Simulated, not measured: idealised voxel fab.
Process module, titled voxel capacitor over wiring
Pictured: cross-section cut, 270 nm wide, on a grid of 5 nm square cells.
Just so we're on the same page, the cross-sections are grids of square cells, and they're listed out in bands top to bottom, each band one or more rows deep.
Look at the band entry: it leads with the top's height and the bottom's height in nm. Then it lists the materials left to right, with a width in nm for each. The word "everywhere" on a single material says that material fills the band edge to edge. The word "air" is empty space.
Heights are measured from 0, the level below which the as-received wafer is all one material; the lowest band has no bottom and continues downward, written as in "top 0, no bottom".
A width such as "30->40" changes by the same amount from each row of cells to the next, from the band's top row to its bottom row.
Basically "same as before" means that step didn't change any cell in the cross-section.
Enclosed voids (no open way to top), threshold 8 cells or more, entry "Closed-off voids", notation width x height at distance, distance from left edge, nm.
Step line, after settings: the simulator's comment on this step.
Steps that use a mask can have "overlay nm" on their line. It says how far the mask sat to the right of where it was meant to be. Negative means to the left.

Listed below are the process steps as planned
| 1 | RECEIVE,material Si |
| 2 | CONFORMAL_DEP,material SiO2,thk nm 10 |
| 3 | DIRECTIONAL_DEP,material TiN,thk nm 5 |
| 4 | DIRECTIONAL_DEP,material W,thk nm 15 |
| 5 | MASKED_ETCH,tone cover,mask id METAL_1,width nm 25,pitch nm 95,etch materials W,depth nm 15,overlay nm 0 |
| 6 | MASKED_ETCH,tone cover,mask id METAL_1,width nm 25,pitch nm 95,etch materials TiN,depth nm 5,overlay nm 0 |
| 7 | CONFORMAL_DEP,material SiCN,thk nm 5 |
| 8 | FILL_DEP,material lowk,thk nm 10 |
| 9 | CMP,height nm 30 |
| 10 | CONFORMAL_DEP,material SiCN,thk nm 5 |
| 11 | DIRECTIONAL_DEP,material SiO2,thk nm 10 |
| 12 | DIRECTIONAL_DEP,material aC,thk nm 15 |
| 13 | PATTERN,tone open,mask id PLUG_1,material resist,width nm 15,thk nm 30,overlay nm 0 |
| 14 | DIRECTIONAL_ETCH,etch materials aC,depth nm 15 |
| 15 | STRIP,etch materials resist |
| 16 | DIRECTIONAL_ETCH,etch materials SiO2,depth nm 10 |
| 17 | DIRECTIONAL_ETCH,etch materials SiCN,depth nm 5 |
| 18 | STRIP,etch materials aC |
| 19 | EPI,material Ru,thk nm 10 |
| 20 | EPI,material Ru,thk nm 5 |
| 21 | DIRECTIONAL_DEP,material TiN,thk nm 10 |
| 22 | DIRECTIONAL_DEP,material HfO2,thk nm 5 |
| 23 | DIRECTIONAL_DEP,material TiN,thk nm 5 |
| 24 | MASKED_ETCH,tone cover,mask id UPPER_PLATE,width nm 75,etch materials TiN,depth nm 5,overlay nm 0 |
| 25 | MASKED_ETCH,tone cover,mask id UPPER_PLATE,width nm 75,etch materials HfO2,depth nm 5,overlay nm 0 |
| 26 | DIRECTIONAL_DEP,material aC,thk nm 10 |
| 27 | PATTERN,tone cover,mask id LOWER_PLATE,material resist,width nm 85,thk nm 25,overlay nm 0 |
| 28 | DIRECTIONAL_ETCH,etch materials aC,depth nm 10 |
| 29 | STRIP,etch materials resist |
| 30 | DIRECTIONAL_ETCH,etch materials TiN,depth nm 10 |
| 31 | STRIP,etch materials aC |
| 32 | FILL_DEP,material SiO2,thk nm 20 |
| 33 | CMP,height nm 80 |
| 34 | PATTERN,tone open,mask id PLUG_2,material resist,width nm 15,thk nm 20,overlay nm 0 |
| 35 | DIRECTIONAL_ETCH,etch materials SiO2,depth nm 15 |
| 36 | STRIP,etch materials resist |
| 37 | CONFORMAL_DEP,material TiN,thk nm 5 |
| 38 | FILL_DEP,material W,thk nm 10 |
| 39 | CMP,height nm 80 |
| 40 | CONFORMAL_DEP,material SiN,thk nm 5 |
Wafer-to-wafer difference: thk nm, step 37. Common start. Plan = first wafer's value.

Sectional view: first of several wafers, as received, after step 1
* top 0, no bottom: Si everywhere
* Closed-off voids: none

Post step 40, the closing step of the module: first of several wafers, cross-sectioned
* top 85, bottom 80: SiN everywhere
* top 80, bottom 70: SiO2 95, then TiN 5, then W 5, then TiN 5, then SiO2 160
* top 70, bottom 60: SiO2 95->85, then TiN 15->75, then SiO2 160->110
* top 60, bottom 55: SiO2 85, then HfO2 75, then SiO2 110
* top 55, bottom 45: SiO2 80, then TiN 85, then SiO2 105
* top 45, bottom 35: SiO2 85, then Ru 15, then SiO2 170
* top 35, bottom 30: SiCN 85, then Ru 15, then SiCN 170
* top 30, bottom 15: lowk 70, then SiCN 5, then W 25, then SiCN 5, then lowk 60, then SiCN 5, then W 25, then SiCN 5, then lowk 70
* top 15, bottom 10: SiCN 75, then TiN 25, then SiCN 70, then TiN 25, then SiCN 75
* top 10, bottom 0: SiO2 everywhere
* top 0, no bottom: Si everywhere
* Closed-off voids: none

Final wafer of several, shown in cross-section at the end of the module
* top 85, bottom 80: SiN everywhere
* top 80, bottom 65: SiO2 95, then TiN 15, then SiO2 160
* top 65, bottom 60: SiO2 85, then TiN 75, then SiO2 110
* top 60, bottom 55: SiO2 85, then HfO2 75, then SiO2 110
* top 55, bottom 45: SiO2 80, then TiN 85, then SiO2 105
* top 45, bottom 35: SiO2 85, then Ru 15, then SiO2 170
* top 35, bottom 30: SiCN 85, then Ru 15, then SiCN 170
* top 30, bottom 15: lowk 70, then SiCN 5, then W 25, then SiCN 5, then lowk 60, then SiCN 5, then W 25, then SiCN 5, then lowk 70
* top 15, bottom 10: SiCN 75, then TiN 25, then SiCN 70, then TiN 25, then SiCN 75
* top 10, bottom 0: SiO2 everywhere
* top 0, no bottom: Si everywhere
* Closed-off voids: none

The table below has one row for each wafer; a row shows, as of the end of the module, how many cells of each material the wafer has gained, marked (+), or lost, marked (-), since it was received, and then the wafer's closed voids
thk nm 5; +15 HfO2; +9 Ru; +107 SiCN; +54 SiN; +515 SiO2; +66 TiN; +32 W; +120 lowk; Closed-off voids: none
thk nm 10; +15 HfO2; +9 Ru; +107 SiCN; +54 SiN; +515 SiO2; +68 TiN; +30 W; +120 lowk; Closed-off voids: none
thk nm 15; +15 HfO2; +9 Ru; +107 SiCN; +54 SiN; +515 SiO2; +68 TiN; +30 W; +120 lowk; Closed-off voids: none
thk nm 20; +15 HfO2; +9 Ru; +107 SiCN; +54 SiN; +515 SiO2; +68 TiN; +30 W; +120 lowk; Closed-off voids: none
